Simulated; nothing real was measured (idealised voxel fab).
Documented hereafter: the process module known as voxel capacitor over wiring.
Cross-sectional view cut (width: 270 nm; square cell size: 5 nm).
A cross-section is written here as square cells arranged in a grid, and it is given in bands from the top down, each band taking up one or more rows of cells.
Band: top height; bottom height; in nm. Then, left to right: material with width in nm, for each material. "edge to edge": a single material spanning edge to edge. "empty": empty space.
The reference from which all heights are counted is 0, the level beneath which the as-received wafer is entirely one material; the lowest band, having no lower bound, proceeds downward and is written after the example "0 -> down".
You'd read "30..40" like this: the band's top row of cells is as wide as the first number, its bottom row is as wide as the second, and going down, every row changes width by the same amount as the row before did.
Where the words "remained the same" appear for a step, the cross-section shows no cell changed by that step; every cell remained as before.
"Enclosed void listing" lists enclosed empty spaces (at least 8 cells, no open path upward to the top), each as width x height at distance from the left edge, in nm.
Where a step's line continues beyond its settings, the continuation is a remark by the simulator itself on that step.
The "overlay nm" setting may appear on a step's line; for a step that uses a mask, it gives how far to the right of its planned position the mask lay, and a negative value indicates the left.
Before/after cross-section pairs, one process step each; after shown to lowest changed band; step and settings beneath. Pairs may be from different runs of this module on the same starting wafer; a pair continues from the one above only where its "Prior to processing" entry says so.
Prior to processing
	85 -> 80: 90 nm empty; 25 nm Al2O3; 155 nm empty
	80 -> 75: 90 nm Al2O3; 25 nm TiN; 155 nm Al2O3
	75 -> 70: 90 nm TiN; 25 nm Ru; 155 nm TiN
	70 -> 50: 95 nm lowk; 15 nm Ru; 160 nm lowk
	50 -> 40: Ru edge to edge
	40 -> 20: 80 nm SiO2; 5 nm TiN; 20 nm Cu; 5 nm TiN; 50 nm SiO2; 5 nm TiN; 20 nm Cu; 5 nm TiN; 80 nm SiO2
	20 -> 15: 80 nm SiCN; 30 nm TiN; 50 nm SiCN; 30 nm TiN; 80 nm SiCN
	15 -> 0: SiO2 edge to edge
	0 -> down: Si edge to edge
	Enclosed void listing: none
Step Outcome
	95 -> 90: 90 nm empty; 25 nm TiN; 155 nm empty
	90 -> 85: TiN edge to edge
	85 -> 80: 90 nm TiN; 25 nm Al2O3; 155 nm TiN
	Below 80, no change.
	Enclosed void listing: none
Which step turns the before cross-section above into the after cross-section? DIRECTIONAL_DEP, material TiN, thk nm 10
Prior to processing: equal to the after panel directly above.
Step Outcome
	110 -> 105: 90 nm empty; 25 nm aC; 155 nm empty
	105 -> 95: aC edge to edge
	95 -> 90: 90 nm aC; 25 nm TiN; 155 nm aC
	Below 90, no change.
	Enclosed void listing: none
Which step turns the before cross-section above into the after cross-section? DIRECTIONAL_DEP, material aC, thk nm 15
Prior to processing: equal to the after panel directly above.
Step Outcome
	145 -> 110: 95 nm empty; 55 nm resist; 120 nm empty
	110 -> 105: 90 nm empty; 25 nm aC; 35 nm resist; 120 nm empty
	Below 105, no change.
	Enclosed void listing: none
Which step turns the before cross-section above into the after cross-section? PATTERN, tone cover, mask id UPPER_PLATE, material resist, width nm 55, thk nm 35, overlay nm 0
Prior to processing: equal to the after panel directly above.
Step Outcome
	130 -> 110: 95 nm empty; 55 nm resist; 120 nm empty
	110 -> 105: 95 nm empty; 20 nm aC; 35 nm resist; 120 nm empty
	105 -> 95: 95 nm empty; 55 nm aC; 120 nm empty
	95 -> 90: 90 nm empty; 25 nm TiN; 35 nm aC; 120 nm empty
	Below 90, no change.
	Enclosed void listing: none
Which step turns the before cross-section above into the after cross-section? DIRECTIONAL_ETCH, etch materials aC, depth nm 15
Prior to processing: equal to the after panel directly above.
Step Outcome
	110 -> 105: 95 nm empty; 20 nm aC; 155 nm empty
	Below 105, no change.
	Enclosed void listing: none
Which step turns the before cross-section above into the after cross-section? STRIP, etch materials resist
Prior to processing: equal to the after panel directly above.
Step Outcome
	110 -> 105: 95 nm empty; 20 nm aC; 155 nm empty
	105 -> 95: 95 nm empty; 55 nm aC; 120 nm empty
	95 -> 90: 95 nm empty; 20 nm TiN; 35 nm aC; 120 nm empty
	90 -> 85: 95 nm empty; 55 nm TiN; 120 nm empty
	85 -> 80: 90 nm empty; 25 nm Al2O3; 35 nm TiN; 120 nm empty
	Below 80, no change.
	Enclosed void listing: none
Which step turns the before cross-section above into the after cross-section? DIRECTIONAL_ETCH, etch materials TiN, depth nm 10
Prior to processing: equal to the after panel directly above.
Step Outcome
	110 -> 105: 95 nm empty; 20 nm aC; 155 nm empty
	105 -> 95: 95 nm empty; 55 nm aC; 120 nm empty
	95 -> 90: 95 nm empty; 20 nm TiN; 35 nm aC; 120 nm empty
	90 -> 85: 95 nm empty; 55 nm TiN; 120 nm empty
	85 -> 80: 95 nm empty; 20 nm Al2O3; 35 nm TiN; 120 nm empty
	80 -> 75: 90 nm empty; 25 nm TiN; 35 nm Al2O3; 120 nm empty
	Below 75, no change.
	Enclosed void listing: none
Which step turns the before cross-section above into the after cross-section? DIRECTIONAL_ETCH, etch materials Al2O3, depth nm 5
Prior to processing: equal to the after panel directly above.
Step Outcome
	95 -> 85: 95 nm empty; 20..55 nm TiN; 155..120 nm empty
	Below 85, no change.
	Enclosed void listing: none
Which step turns the before cross-section above into the after cross-section? STRIP, etch materials aC
Prior to processing: equal to the after panel directly above.
Step Outcome
	95 -> 85: 95 nm empty; 20..55 nm TiN; 155..120 nm empty
	85 -> 80: 95 nm empty; 20 nm Al2O3; 35 nm TiN; 120 nm empty
	80 -> 75: 90 nm empty; 25 nm TiN; 35 nm Al2O3; 120 nm empty
	75 -> 70: 90 nm empty; 25 nm Ru; 40 nm TiN; 115 nm empty
	Below 70, no change.
	Enclosed void listing: none
Which step turns the before cross-section above into the after cross-section? MASKED_ETCH, tone cover, mask id LOWER_PLATE, width nm 65, etch materials TiN, depth nm 5, overlay nm 0
Prior to processing: equal to the after panel directly above.
Step Outcome
	115 -> 95: SiO2 edge to edge
	95 -> 85: 95 nm SiO2; 20..55 nm TiN; 155..120 nm SiO2
	85 -> 80: 95 nm SiO2; 20 nm Al2O3; 35 nm TiN; 120 nm SiO2
	80 -> 75: 90 nm SiO2; 25 nm TiN; 35 nm Al2O3; 120 nm SiO2
	75 -> 70: 90 nm SiO2; 25 nm Ru; 40 nm TiN; 115 nm SiO2
	Below 70, no change.
	Enclosed void listing: none
Which step turns the before cross-section above into the after cross-section? FILL_DEP, material SiO2, thk nm 20
Prior to processing: equal to the after panel directly above.
Step Outcome
	105 -> 95: SiO2 edge to edge
	Below 95, no change.
	Enclosed void listing: none
Which step turns the before cross-section above into the after cross-section? CMP, height nm 105
Prior to processing: equal to the after panel directly above.
Step Outcome
	120 -> 105: 105 nm resist; 15 nm empty; 150 nm resist
	Below 105, no change.
	Enclosed void listing: none
Which step turns the before cross-section above into the after cross-section? PATTERN, tone open, mask id PLUG_2, material resist, width nm 15, thk nm 15, overlay nm 0
Prior to processing: equal to the after panel directly above.
Step Outcome
	120 -> 105: 105 nm resist; 15 nm empty; 150 nm resist
	105 -> 95: 105 nm SiO2; 15 nm empty; 150 nm SiO2
	95 -> 90: 95 nm SiO2; 20 nm TiN; 5 nm empty; 150 nm SiO2
	Below 90, no change.
	Enclosed void listing: none
Which step turns the before cross-section above into the after cross-section? DIRECTIONAL_ETCH, etch materials SiO2, depth nm 15
Prior to processing: equal to the after panel directly above.
Step Outcome
	105 -> 95: 105 nm SiO2; 15 nm empty; 150 nm SiO2
	Below 95, no change.
	Enclosed void listing: none
Which step turns the before cross-section above into the after cross-section? STRIP, etch materials resist
Prior to processing: equal to the after panel directly above.
Step Outcome
	110 -> 105: 110 nm TiN; 5 nm empty; 155 nm TiN
	105 -> 100: 105 nm SiO2; 5 nm TiN; 5 nm empty; 5 nm TiN; 150 nm SiO2
	100 -> 90: 105..95 nm SiO2; 15..25 nm TiN; 150 nm SiO2
	Below 90, no change.
	Enclosed void listing: none
Which step turns the before cross-section above into the after cross-section? CONFORMAL_DEP, material TiN, thk nm 5
Prior to processing: equal to the after panel directly above.
Step Outcome
	120 -> 110: W edge to edge
	110 -> 105: 110 nm TiN; 5 nm W; 155 nm TiN
	105 -> 100: 105 nm SiO2; 5 nm TiN; 5 nm W; 5 nm TiN; 150 nm SiO2
	Below 100, no change.
	Enclosed void listing: none
Which step turns the before cross-section above into the after cross-section? FILL_DEP, material W, thk nm 10
Prior to processing: equal to the after panel directly above.
Step Outcome
	105 -> 100: 105 nm SiO2; 5 nm TiN; 5 nm W; 5 nm TiN; 150 nm SiO2
	Below 100, no change.
	Enclosed void listing: none
Which step turns the before cross-section above into the after cross-section? CMP, height nm 105
Prior to processing: equal to the after panel directly above.
Step Outcome
	110 -> 105: SiN edge to edge
	Below 105, no change.
	Enclosed void listing: none
Which step turns the before cross-section above into the after cross-section? CONFORMAL_DEP, material SiN, thk nm 5
Prior to processing
	90 -> 80: 95 nm empty; 55 nm TiN; 120 nm empty
	80 -> 75: 95 nm empty; 55 nm Al2O3; 120 nm empty
	75 -> 70: TiN edge to edge
	70 -> 50: 95 nm lowk; 15 nm Ru; 160 nm lowk
	50 -> 45: 95 nm SiCN; 15 nm Ru; 160 nm SiCN
	45 -> 40: 75 nm SiCN; 40 nm Ru; 40 nm SiCN; 40 nm Ru; 75 nm SiCN
	40 -> 20: 80 nm SiO2; 5 nm TiN; 20 nm Cu; 5 nm TiN; 50 nm SiO2; 5 nm TiN; 20 nm Cu; 5 nm TiN; 80 nm SiO2
	20 -> 15: 80 nm SiCN; 30 nm TiN; 50 nm SiCN; 30 nm TiN; 80 nm SiCN
	15 -> 0: SiO2 edge to edge
	0 -> down: Si edge to edge
	Enclosed void listing: none
Step Outcome
	85 -> 80: 95 nm empty; 55 nm TiN; 120 nm empty
	80 -> 75: 95 nm empty; 55 nm Al2O3; 120 nm empty
	75 -> 70: 90 nm TiN; 5 nm empty; 55 nm TiN; 5 nm empty; 115 nm TiN
	Below 70, no change.
	Enclosed void listing: none
Which step turns the before cross-section above into the after cross-section? MASKED_ETCH, tone open, mask id LOWER_PLATE, width nm 65, etch materials TiN, depth nm 5, overlay nm 0
Prior to processing: equal to the after panel directly above.
Step Outcome
	105 -> 85: SiO2 edge to edge
	85 -> 80: 95 nm SiO2; 55 nm TiN; 120 nm SiO2
	80 -> 75: 95 nm SiO2; 55 nm Al2O3; 120 nm SiO2
	75 -> 70: 90 nm TiN; 5 nm SiO2; 55 nm TiN; 5 nm SiO2; 115 nm TiN
	Below 70, no change.
	Enclosed void listing: none
Which step turns the before cross-section above into the after cross-section? FILL_DEP, material SiO2, thk nm 20
Prior to processing: equal to the after panel directly above.
Step Outcome
	120 -> 105: 105 nm resist; 15 nm empty; 150 nm resist
	Below 105, no change.
	Enclosed void listing: none
Which step turns the before cross-section above into the after cross-section? PATTERN, tone open, mask id PLUG_2, material resist, width nm 15, thk nm 15, overlay nm 0
Prior to processing: equal to the after panel directly above.
Step Outcome
	120 -> 105: 105 nm resist; 15 nm empty; 150 nm resist
	105 -> 90: 105 nm SiO2; 15 nm empty; 150 nm SiO2
	Below 90, no change.
	Enclosed void listing: none
Which step turns the before cross-section above into the after cross-section? DIRECTIONAL_ETCH, etch materials SiO2, depth nm 15
Prior to processing: equal to the after panel directly above.
Step Outcome
	105 -> 90: 105 nm SiO2; 15 nm empty; 150 nm SiO2
	Below 90, no change.
	Enclosed void listing: none
Which step turns the before cross-section above into the after cross-section? STRIP, etch materials resist
Prior to processing: equal to the after panel directly above.
Step Outcome
	110 -> 105: 110 nm TiN; 5 nm empty; 155 nm TiN
	105 -> 95: 105 nm SiO2; 5 nm TiN; 5 nm empty; 5 nm TiN; 150 nm SiO2
	95 -> 90: 105 nm SiO2; 15 nm TiN; 150 nm SiO2
	Below 90, no change.
	Enclosed void listing: none
Which step turns the before cross-section above into the after cross-section? CONFORMAL_DEP, material TiN, thk nm 5
Prior to processing: equal to the after panel directly above.
Step Outcome
	120 -> 110: W edge to edge
	110 -> 105: 110 nm TiN; 5 nm W; 155 nm TiN
	105 -> 95: 105 nm SiO2; 5 nm TiN; 5 nm W; 5 nm TiN; 150 nm SiO2
	Below 95, no change.
	Enclosed void listing: none
Which step turns the before cross-section above into the after cross-section? FILL_DEP, material W, thk nm 10
Prior to processing: equal to the after panel directly above.
Step Outcome
	105 -> 95: 105 nm SiO2; 5 nm TiN; 5 nm W; 5 nm TiN; 150 nm SiO2
	Below 95, no change.
	Enclosed void listing: none
Which step turns the before cross-section above into the after cross-section? CMP, height nm 105
Prior to processing: equal to the after panel directly above.
Step Outcome
	110 -> 105: SiN edge to edge
	Below 105, no change.
	Enclosed void listing: none
Which step turns the before cross-section above into the after cross-section? CONFORMAL_DEP, material SiN, thk nm 5
